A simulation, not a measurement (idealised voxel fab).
The following is a process module called voxel wiring stack.
The cross-section on display is named cut; it measures 195 nm wide, and its cells are 5 nm squares.
Just so we're on the same page, the cross-sections are grids of square cells, and they're listed out in bands top to bottom, each band one or more rows deep. In this notation a band is specified by the heights of its top and bottom, in that order and in nm, after which its materials appear from left to right, each paired with its width in nm. The word "throughout" attached to a single material means that material fills the band from edge to edge; the word "empty" stands for empty space. Heights are measured from 0, the level below which the as-received wafer is all one material; the lowest band has no bottom and continues downward, written as in "from 0 down". It should be noted that a width expressed as "30 to 40" varies in equal increments from row to row of cells within the band, taking the value of the first number at the top row and that of the second number at the bottom row. A step reported as "nothing was modified" is a step in which no cell of the cross-section changed. The list in "Closed void inventory" covers empty spaces of 8 cells or more that cannot reach the top through any open way, and it gives each as width x height at distance; the distance is from the left edge, and width, height and distance are in nm. Heads up: the bit after the settings on a step's line is the simulator's remark on that step. overlay nm: right-of-plan distance of the mask on a masked step; negative values mean left-of-plan.

The planned process steps are enumerated hereunder
1 RECEIVE,material Si
2 CONFORMAL_DEP,material SiO2,thk nm 15
3 CONFORMAL_DEP,material SiN,thk nm 5
4 DIRECTIONAL_DEP,material lowk,thk nm 25
5 DIRECTIONAL_DEP,material aC,thk nm 15
6 PATTERN,tone open,mask id METAL_1,material resist,width nm 25,pitch nm 55,thk nm 35,overlay nm 0
7 DIRECTIONAL_ETCH,etch materials aC,depth nm 15
8 STRIP,etch materials resist
9 DIRECTIONAL_ETCH,etch materials lowk,depth nm 25
10 DIRECTIONAL_ETCH,etch materials SiN,depth nm 5
11 STRIP,etch materials aC
12 CONFORMAL_DEP,material TiN,thk nm 5
13 FILL_DEP,material Ru,thk nm 5
14 CMP,height nm 45
15 CONFORMAL_DEP,material SiCN,thk nm 5
16 DIRECTIONAL_DEP,material SiO2,thk nm 30
17 PATTERN,tone open,mask id METAL_2,material resist,width nm 25,pitch nm 55,thk nm 15,overlay nm 0
18 DIRECTIONAL_ETCH,etch materials SiO2,depth nm 20
19 STRIP,etch materials resist
20 DIRECTIONAL_DEP,material aC,thk nm 15
21 PATTERN,tone open,mask id METAL_2_HOLES,material resist,width nm 15,pitch nm 55,thk nm 35,overlay nm 0
22 DIRECTIONAL_ETCH,etch materials aC,depth nm 15
23 STRIP,etch materials resist
24 DIRECTIONAL_ETCH,etch materials SiO2,depth nm 10
25 DIRECTIONAL_ETCH,etch materials SiCN,depth nm 5
26 STRIP,etch materials aC
27 CONFORMAL_DEP,material TiN,thk nm 5
28 FILL_DEP,material Cu,thk nm 5
29 CMP,height nm 80
30 CONFORMAL_DEP,material SiCN,thk nm 5
31 DIRECTIONAL_DEP,material SiO2,thk nm 35
32 PATTERN,tone open,mask id METAL_3_HOLES,material resist,width nm 15,thk nm 20,overlay nm 0
33 DIRECTIONAL_ETCH,etch materials SiO2,depth nm 35
34 STRIP,etch materials resist
35 DIRECTIONAL_DEP,material aC,thk nm 15
36 PATTERN,tone open,mask id METAL_3,material resist,width nm 25,pitch nm 55,thk nm 35,overlay nm 0
37 DIRECTIONAL_ETCH,etch materials aC,depth nm 15
38 STRIP,etch materials resist
39 DIRECTIONAL_ETCH,etch materials SiO2,depth nm 20
40 DIRECTIONAL_ETCH,etch materials SiCN,depth nm 5
41 STRIP,etch materials aC
42 CONFORMAL_DEP,material TiN,thk nm 5
43 FILL_DEP,material Cu,thk nm 10
44 CMP,height nm 120
45 CONFORMAL_DEP,material SiCN,thk nm 5

Cross-section of the wafer upon arrival, representing the state reached after step 1
- from 0 down = Si throughout
- Closed void inventory: none

Cross-section, end of module. Start: as above. Plan: as above. Execution: one mistake
- from 125 to 120 = SiCN throughout
- from 120 to 105 = 55 of SiO2 / 5 of TiN / 10 of Cu / 5 of TiN / 40 of SiO2 / 5 of TiN / 5 of Cu / 5 of TiN / 65 of SiO2
- from 105 to 100 = 55 of SiO2 / 5 of TiN / 5 of Cu / 10 of TiN / 40 of SiO2 / 15 of TiN / 65 of SiO2
- from 100 to 90 = 55 of SiO2 / 5 of TiN / 5 of Cu / 5 of TiN / 125 of SiO2
- from 90 to 85 = 55 of SiO2 / 15 of TiN / 125 of SiO2
- from 85 to 80 = 60 of SiCN / 10 of TiN / 125 of SiCN
- from 80 to 65 = 55 of SiO2 / 5 of TiN / 15 of Cu / 5 of TiN / 30 of SiO2 / 5 of TiN / 15 of Cu / 5 of TiN / 60 of SiO2
- from 65 to 60 = 55 of SiO2 / 5 of TiN / 5 of Cu / 15 of TiN / 30 of SiO2 / 5 of TiN / 5 of Cu / 15 of TiN / 60 of SiO2
- from 60 to 50 = 55 of SiO2 / 5 of TiN / 5 of Cu / 5 of TiN / 40 of SiO2 / 5 of TiN / 5 of Cu / 5 of TiN / 70 of SiO2
- from 50 to 45 = 55 of SiCN / 15 of TiN / 40 of SiCN / 15 of TiN / 70 of SiCN
- from 45 to 20 = 55 of lowk / 5 of TiN / 15 of Ru / 5 of TiN / 30 of lowk / 5 of TiN / 15 of Ru / 5 of TiN / 60 of lowk
- from 20 to 15 = 55 of SiN / 25 of TiN / 30 of SiN / 25 of TiN / 60 of SiN
- from 15 to 0 = SiO2 throughout
- from 0 down = Si throughout
- Closed void inventory: none
The plan and the run diverged here: step 36 ran as: PATTERN,tone open,mask id METAL_3,material resist,width nm 15,pitch nm 55,thk nm 35,overlay nm 0
